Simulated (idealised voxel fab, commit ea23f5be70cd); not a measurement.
The following process module bears the name voxel released beams.
Section shown: cut. Width: 180 nm. Cell size: 5 nm, square.
Bands, listed from the top down, are how a cross-section gets written in this document; the cross-section itself is a grid of square cells, and a band is one or more rows of them. Heights first: top, then bottom, in nm. Then materials, left to right, each with a width in nm. "throughout" on a single material: fills the band edge to edge. "empty": empty space. We count height from 0. Below that, the starting wafer is all one material. The lowest band never ends at the bottom but goes on down; see "0 and below" for how that is written. The notation "30..40" denotes a width that varies across the rows of cells in the band, beginning at the first number in the top row, finishing at the second number in the bottom row, and changing by an identical amount from each row to the next. Key: "same as before" - step with no changed cell in the cross-section. In the "Voids, sealed" entry, you get each enclosed empty space of 8 cells or more, one with no open way to the top, written width x height at distance, distance from the left edge, in nm. That trailing text on a step's line, after the settings, is the simulator's own remark on the step. When a step includes a mask, the "overlay nm" setting on its line states how far to the right of its planned place that mask lay, and negative values state how far to the left.

The steps planned for the process are as follows:
1: RECEIVE: material Si
2: CONFORMAL_DEP: material SiN, thk nm 10
3: DIRECTIONAL_DEP: material SiO2, thk nm 15
4: PATTERN: tone open, mask id ANCHOR, material resist, width nm 35, thk nm 20, overlay nm 0
5: DIRECTIONAL_ETCH: etch materials SiO2, depth nm 15
6: STRIP: etch materials resist
7: CONFORMAL_DEP: material polySi, thk nm 10
8: PATTERN: tone cover, mask id BEAM, material resist, width nm 110, thk nm 15, overlay nm 0
9: DIRECTIONAL_ETCH: etch materials polySi, depth nm 10
10: STRIP: etch materials resist
11: STRIP: etch materials SiO2

Cross-section, incoming material, after step 1:
    0 and below  Si throughout
    Voids, sealed: none

Cross-section taken at module completion on the first of two wafers; processed per the plan:
    35 down to 25  empty 30  polySi 15  empty 15  polySi 80  empty 40
    25 down to 20  empty 35  polySi 10  empty 15  polySi 10  empty 110
    20 down to 10  empty 35  polySi 35  empty 110
    10 down to 0  SiN throughout
    0 and below  Si throughout
    Voids, sealed: none

So this is wafer number two of the two, cut at the end of the module - it started where the first did and had the same plan, we just got one thing wrong running it:
    25 down to 15  empty 30  polySi 15  empty 15  polySi 80  empty 40
    15 down to 10  empty 35  polySi 10  empty 15  polySi 10  empty 110
    10 down to 0  empty 35  polySi 35  empty 110
    0 and below  Si throughout
    Voids, sealed: none
Run error: step 2 of the plan never got run, it was skipped over
Count the cells at the end and the second wafer has more or fewer of some materials than the first: SiN -72
